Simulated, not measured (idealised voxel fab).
Module name: voxel wiring stack (process module)
Section shown: cut. Width: 190 nm. Cell size: 5 nm, square.
Square cells in a grid make up a cross-section in this document, and the grid is given as bands, listed from the top down, each one or more rows of cells.
Basically the band line says how high the top is and how high the bottom is, in nm, and then what's in it from left to right, every material with its width in nm. Empty space shows up as "empty", and if a single material carries "all across" it runs the full band edge to edge.
The reference from which all heights are counted is 0, the level beneath which the as-received wafer is entirely one material; the lowest band, having no lower bound, proceeds downward and is written after the example "0 down".
Quick explanation for "30 to 40": the width changes in equal steps down the rows of cells, from the first number in the band's top row to the second number in its bottom row.
The designation "nothing different", where it is given for a processing step, indicates that no cell of the cross-section was altered in the course of that step.
Entry "Cavities, sealed". Content: empty spaces with no open connection to the top, size 8 cells or greater. Each: width x height at distance. Distance: from left edge. Unit: nm.
If you see something after the settings on a step's line, that's the simulator's own remark about that step.
overlay nm: for a step with a mask, the amount by which the mask lay right of where it was planned; a negative amount means left of it.
-- Process steps foreseen in the plan
1 RECEIVE: material Si
2 CONFORMAL_DEP: material SiO2, thk nm 10
3 CONFORMAL_DEP: material SiCN, thk nm 5
4 DIRECTIONAL_DEP: material lowk, thk nm 25
5 DIRECTIONAL_DEP: material aC, thk nm 15
6 PATTERN: tone open, mask id METAL_1, material resist, width nm 20, pitch nm 40, thk nm 35, overlay nm 0
7 DIRECTIONAL_ETCH: etch materials aC, depth nm 15
8 STRIP: etch materials resist
9 DIRECTIONAL_ETCH: etch materials lowk, depth nm 25
10 DIRECTIONAL_ETCH: etch materials SiCN, depth nm 5
11 STRIP: etch materials aC
12 CONFORMAL_DEP: material TiN, thk nm 5
13 FILL_DEP: material Ru, thk nm 5
14 CMP: height nm 40
15 CONFORMAL_DEP: material SiCN, thk nm 5
16 DIRECTIONAL_DEP: material lowk, thk nm 15
17 DIRECTIONAL_DEP: material aC, thk nm 15
18 PATTERN: tone open, mask id PLUG_1, material resist, width nm 15, pitch nm 40, thk nm 35, overlay nm 0
19 DIRECTIONAL_ETCH: etch materials aC, depth nm 15
20 STRIP: etch materials resist
21 DIRECTIONAL_ETCH: etch materials lowk, depth nm 15
22 DIRECTIONAL_ETCH: etch materials SiCN, depth nm 5
23 STRIP: etch materials aC
24 EPI: material Ru, thk nm 10
25 EPI: material Ru, thk nm 10
26 CONFORMAL_DEP: material SiN, thk nm 5
27 DIRECTIONAL_DEP: material SiO2, thk nm 15
28 MASKED_ETCH: tone open, mask id METAL_2, width nm 20, pitch nm 40, etch materials SiO2, depth nm 15, overlay nm 0
29 MASKED_ETCH: tone open, mask id METAL_2, width nm 20, pitch nm 40, etch materials SiN, depth nm 5, overlay nm 0
30 CONFORMAL_DEP: material TiN, thk nm 5
31 FILL_DEP: material W, thk nm 10
32 CMP: height nm 80
33 CONFORMAL_DEP: material SiN, thk nm 5
-- So, the first of our two wafers, run just as we planned it
-- Delivered wafer in cross-section: state after step 1
* 0 down = Si all across
* Cavities, sealed: none
-- Cross-section of the wafer after step 2
* 10 to 0 = SiO2 all across
* Below 0, the layers are the same as they were.
-- Cross-section of the wafer after step 3
* 15 to 10 = SiCN all across
* Below 10, the layers are the same as they were.
-- Cross-section of the wafer after step 4
* 40 to 15 = lowk all across
* Below 15, the layers are the same as they were.
-- Cross-section of the wafer after step 5
* 55 to 40 = aC all across
* Below 40, the layers are the same as they were.
-- Cross-section of the wafer after step 6
* 90 to 55 = resist: 25 / empty: 20 / resist: 20 / empty: 20 / resist: 20 / empty: 20 / resist: 20 / empty: 20 / resist: 25
* Below 55, the layers are the same as they were.
-- Cross-section of the wafer after step 7
* 75 to 55 = resist: 25 / empty: 20 / resist: 20 / empty: 20 / resist: 20 / empty: 20 / resist: 20 / empty: 20 / resist: 25
* 55 to 40 = aC: 25 / empty: 20 / aC: 20 / empty: 20 / aC: 20 / empty: 20 / aC: 20 / empty: 20 / aC: 25
* Below 40, the layers are the same as they were.
-- Cross-section of the wafer after step 8
* 55 to 40 = aC: 25 / empty: 20 / aC: 20 / empty: 20 / aC: 20 / empty: 20 / aC: 20 / empty: 20 / aC: 25
* Below 40, the layers are the same as they were.
-- Cross-section of the wafer after step 9
* 55 to 40 = aC: 25 / empty: 20 / aC: 20 / empty: 20 / aC: 20 / empty: 20 / aC: 20 / empty: 20 / aC: 25
* 40 to 15 = lowk: 25 / empty: 20 / lowk: 20 / empty: 20 / lowk: 20 / empty: 20 / lowk: 20 / empty: 20 / lowk: 25
* Below 15, the layers are the same as they were.
-- Cross-section of the wafer after step 10
* 55 to 40 = aC: 25 / empty: 20 / aC: 20 / empty: 20 / aC: 20 / empty: 20 / aC: 20 / empty: 20 / aC: 25
* 40 to 15 = lowk: 25 / empty: 20 / lowk: 20 / empty: 20 / lowk: 20 / empty: 20 / lowk: 20 / empty: 20 / lowk: 25
* 15 to 10 = SiCN: 25 / empty: 20 / SiCN: 20 / empty: 20 / SiCN: 20 / empty: 20 / SiCN: 20 / empty: 20 / SiCN: 25
* Below 10, the layers are the same as they were.
-- Cross-section of the wafer after step 11
* 40 to 15 = lowk: 25 / empty: 20 / lowk: 20 / empty: 20 / lowk: 20 / empty: 20 / lowk: 20 / empty: 20 / lowk: 25
* Below 15, the layers are the same as they were.
-- Cross-section of the wafer after step 12
* 45 to 40 = TiN: 30 / empty: 10 / TiN: 30 / empty: 10 / TiN: 30 / empty: 10 / TiN: 30 / empty: 10 / TiN: 30
* 40 to 15 = lowk: 25 / TiN: 5 / empty: 10 / TiN: 5 / lowk: 20 / TiN: 5 / empty: 10 / TiN: 5 / lowk: 20 / TiN: 5 / empty: 10 / TiN: 5 / lowk: 20 / TiN: 5 / empty: 10 / TiN: 5 / lowk: 25
* 15 to 10 = SiCN: 25 / TiN: 20 / SiCN: 20 / TiN: 20 / SiCN: 20 / TiN: 20 / SiCN: 20 / TiN: 20 / SiCN: 25
* Below 10, the layers are the same as they were.
-- Cross-section of the wafer after step 13
* 50 to 45 = Ru all across
* 45 to 40 = TiN: 30 / Ru: 10 / TiN: 30 / Ru: 10 / TiN: 30 / Ru: 10 / TiN: 30 / Ru: 10 / TiN: 30
* 40 to 15 = lowk: 25 / TiN: 5 / Ru: 10 / TiN: 5 / lowk: 20 / TiN: 5 / Ru: 10 / TiN: 5 / lowk: 20 / TiN: 5 / Ru: 10 / TiN: 5 / lowk: 20 / TiN: 5 / Ru: 10 / TiN: 5 / lowk: 25
* Below 15, the layers are the same as they were.
-- Cross-section of the wafer after step 14
* 40 to 15 = lowk: 25 / TiN: 5 / Ru: 10 / TiN: 5 / lowk: 20 / TiN: 5 / Ru: 10 / TiN: 5 / lowk: 20 / TiN: 5 / Ru: 10 / TiN: 5 / lowk: 20 / TiN: 5 / Ru: 10 / TiN: 5 / lowk: 25
* Below 15, the layers are the same as they were.
-- Cross-section of the wafer after step 15
* 45 to 40 = SiCN all across
* Below 40, the layers are the same as they were.
-- Cross-section of the wafer after step 16
* 60 to 45 = lowk all across
* Below 45, the layers are the same as they were.
-- Cross-section of the wafer after step 17
* 75 to 60 = aC all across
* Below 60, the layers are the same as they were.
-- Cross-section of the wafer after step 18
* 110 to 75 = resist: 25 / empty: 15 / resist: 25 / empty: 15 / resist: 25 / empty: 15 / resist: 25 / empty: 15 / resist: 30
* Below 75, the layers are the same as they were.
-- Cross-section of the wafer after step 19
* 95 to 75 = resist: 25 / empty: 15 / resist: 25 / empty: 15 / resist: 25 / empty: 15 / resist: 25 / empty: 15 / resist: 30
* 75 to 60 = aC: 25 / empty: 15 / aC: 25 / empty: 15 / aC: 25 / empty: 15 / aC: 25 / empty: 15 / aC: 30
* Below 60, the layers are the same as they were.
-- Cross-section of the wafer after step 20
* 75 to 60 = aC: 25 / empty: 15 / aC: 25 / empty: 15 / aC: 25 / empty: 15 / aC: 25 / empty: 15 / aC: 30
* Below 60, the layers are the same as they were.
-- Cross-section of the wafer after step 21
* 75 to 60 = aC: 25 / empty: 15 / aC: 25 / empty: 15 / aC: 25 / empty: 15 / aC: 25 / empty: 15 / aC: 30
* 60 to 45 = lowk: 25 / empty: 15 / lowk: 25 / empty: 15 / lowk: 25 / empty: 15 / lowk: 25 / empty: 15 / lowk: 30
* Below 45, the layers are the same as they were.
-- Cross-section of the wafer after step 22
* 75 to 60 = aC: 25 / empty: 15 / aC: 25 / empty: 15 / aC: 25 / empty: 15 / aC: 25 / empty: 15 / aC: 30
* 60 to 45 = lowk: 25 / empty: 15 / lowk: 25 / empty: 15 / lowk: 25 / empty: 15 / lowk: 25 / empty: 15 / lowk: 30
* 45 to 40 = SiCN: 25 / empty: 15 / SiCN: 25 / empty: 15 / SiCN: 25 / empty: 15 / SiCN: 25 / empty: 15 / SiCN: 30
* Below 40, the layers are the same as they were.
-- Cross-section of the wafer after step 23
* 60 to 45 = lowk: 25 / empty: 15 / lowk: 25 / empty: 15 / lowk: 25 / empty: 15 / lowk: 25 / empty: 15 / lowk: 30
* Below 45, the layers are the same as they were.
-- Cross-section of the wafer after step 24
* 60 to 50 = lowk: 25 / empty: 15 / lowk: 25 / empty: 15 / lowk: 25 / empty: 15 / lowk: 25 / empty: 15 / lowk: 30
* 50 to 45 = lowk: 25 / Ru: 15 / lowk: 25 / Ru: 15 / lowk: 25 / Ru: 15 / lowk: 25 / Ru: 15 / lowk: 30
* 45 to 40 = SiCN: 25 / Ru: 15 / SiCN: 25 / Ru: 15 / SiCN: 25 / Ru: 15 / SiCN: 25 / Ru: 15 / SiCN: 30
* Below 40, the layers are the same as they were.
-- Cross-section of the wafer after step 25
* 60 to 45 = lowk: 25 / Ru: 15 / lowk: 25 / Ru: 15 / lowk: 25 / Ru: 15 / lowk: 25 / Ru: 15 / lowk: 30
* Below 45, the layers are the same as they were.
-- Cross-section of the wafer after step 26
* 65 to 60 = SiN all across
* Below 60, the layers are the same as they were.
-- Cross-section of the wafer after step 27
* 80 to 65 = SiO2 all across
* Below 65, the layers are the same as they were.
-- Cross-section of the wafer after step 28
* 80 to 65 = SiO2: 25 / empty: 20 / SiO2: 20 / empty: 20 / SiO2: 20 / empty: 20 / SiO2: 20 / empty: 20 / SiO2: 25
* Below 65, the layers are the same as they were.
-- Cross-section of the wafer after step 29
* 80 to 65 = SiO2: 25 / empty: 20 / SiO2: 20 / empty: 20 / SiO2: 20 / empty: 20 / SiO2: 20 / empty: 20 / SiO2: 25
* 65 to 60 = SiN: 25 / empty: 20 / SiN: 20 / empty: 20 / SiN: 20 / empty: 20 / SiN: 20 / empty: 20 / SiN: 25
* Below 60, the layers are the same as they were.
-- Cross-section of the wafer after step 30
* 85 to 80 = TiN: 30 / empty: 10 / TiN: 30 / empty: 10 / TiN: 30 / empty: 10 / TiN: 30 / empty: 10 / TiN: 30
* 80 to 65 = SiO2: 25 / TiN: 5 / empty: 10 / TiN: 5 / SiO2: 20 / TiN: 5 / empty: 10 / TiN: 5 / SiO2: 20 / TiN: 5 / empty: 10 / TiN: 5 / SiO2: 20 / TiN: 5 / empty: 10 / TiN: 5 / SiO2: 25
* 65 to 60 = SiN: 25 / TiN: 20 / SiN: 20 / TiN: 20 / SiN: 20 / TiN: 20 / SiN: 20 / TiN: 20 / SiN: 25
* Below 60, the layers are the same as they were.
-- Cross-section of the wafer after step 31
* 95 to 85 = W all across
* 85 to 80 = TiN: 30 / W: 10 / TiN: 30 / W: 10 / TiN: 30 / W: 10 / TiN: 30 / W: 10 / TiN: 30
* 80 to 65 = SiO2: 25 / TiN: 5 / W: 10 / TiN: 5 / SiO2: 20 / TiN: 5 / W: 10 / TiN: 5 / SiO2: 20 / TiN: 5 / W: 10 / TiN: 5 / SiO2: 20 / TiN: 5 / W: 10 / TiN: 5 / SiO2: 25
* Below 65, the layers are the same as they were.
-- Cross-section of the wafer after step 32
* 80 to 65 = SiO2: 25 / TiN: 5 / W: 10 / TiN: 5 / SiO2: 20 / TiN: 5 / W: 10 / TiN: 5 / SiO2: 20 / TiN: 5 / W: 10 / TiN: 5 / SiO2: 20 / TiN: 5 / W: 10 / TiN: 5 / SiO2: 25
* Below 65, the layers are the same as they were.
-- Cross-section of the wafer after step 33
* 85 to 80 = SiN all across
* Below 80, the layers are the same as they were.
-- Now the other wafer: same start, same recipe, but we messed up one thing when running it. Up to and including step 31 it's the same as the first one
-- Cross-section of the second wafer when, according to plan, step 32 should have finished
* 90 to 85 = W all across
* Below 85, the layers are the same as they were.
-- Cross-section of the second wafer when, according to plan, step 33 should have finished
* 95 to 90 = SiN all across
* Below 90, the layers are the same as they were.
what went wrong: off-plan run, step 32, actual operation and settings CMP: height nm 90
FYI, end of process, the second wafer has more or fewer cells of some materials than the first: TiN: 30 more; W: 46 more
